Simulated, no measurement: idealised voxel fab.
Presented below is a process module, voxel quadruple lines.
Xsec cut, 265 nm wide, square cell size 5 nm.
Cross-sections here: square-cell grids, written as top-down lists of bands, a band being one or more rows of cells.
Within each band entry, the heights of the top and of the bottom of the band appear first, in that order and in nm; the materials of the band then follow from left to right, each with its corresponding width in nm. The designation "full width" on a single material indicates that it fills the band from edge to edge; the designation "blank" indicates empty space.
Height reference: 0 = level under which incoming wafer is all one material. Lowest band: no bottom, runs on downward, e.g. "0 down".
The expression "30->40" gives the width at the extremes of the band, the first number at its top row of cells and the second at its bottom row, with the width changing by equal amounts from each row to the next in between.
Where a step carries "remained the same", the cross-section came out of it unchanged, cell for cell.
The entry "Trapped cavities" lists the empty spaces that cover at least 8 cells and have no open path to the top. Each is written as width x height at distance, where the distance is measured from the left edge and all three values are in nm.
Heads up: the bit after the settings on a step's line is the simulator's remark on that step.
What "overlay nm" on a step's line means: if the step has a mask, that mask lay this far to the right of its planned place, or, when the value is negative, to the left.
-- Planned step list for the process
- 1: RECEIVE, material Si
- 2: CONFORMAL_DEP, material SiO2, thk nm 5
- 3: DIRECTIONAL_DEP, material TiN, thk nm 10
- 4: DIRECTIONAL_DEP, material polySi, thk nm 15
- 5: DIRECTIONAL_DEP, material aC, thk nm 25
- 6: PATTERN, tone cover, mask id MANDREL, material resist, width nm 25, pitch nm 80, thk nm 30, overlay nm 0
- 7: DIRECTIONAL_ETCH, etch materials aC, depth nm 25
- 8: STRIP, etch materials resist
- 9: CONFORMAL_DEP, material SiO2, thk nm 15
- 10: DIRECTIONAL_ETCH, etch materials SiO2, depth nm 15
- 11: STRIP, etch materials aC
- 12: DIRECTIONAL_ETCH, etch materials polySi, depth nm 15
- 13: STRIP, etch materials SiO2
- 14: CONFORMAL_DEP, material SiCN, thk nm 5
- 15: DIRECTIONAL_ETCH, etch materials SiCN, depth nm 5
- 16: STRIP, etch materials polySi
- 17: DIRECTIONAL_ETCH, etch materials TiN, depth nm 10
- 18: STRIP, etch materials SiCN
-- Cross-section of the incoming wafer, state after step 1
  0 down  Si full width
  Trapped cavities: none
-- Figure: cross-sectional view of the wafer upon completion of the module, processed from the initial state and according to the plan depicted above, with one error introduced during execution
  20 to 5  polySi full width
  5 to 0  SiO2 full width
  0 down  Si full width
  Trapped cavities: none
What was the processing mistake? the run placed steps 3 and 4 each in the position the plan gave to the other
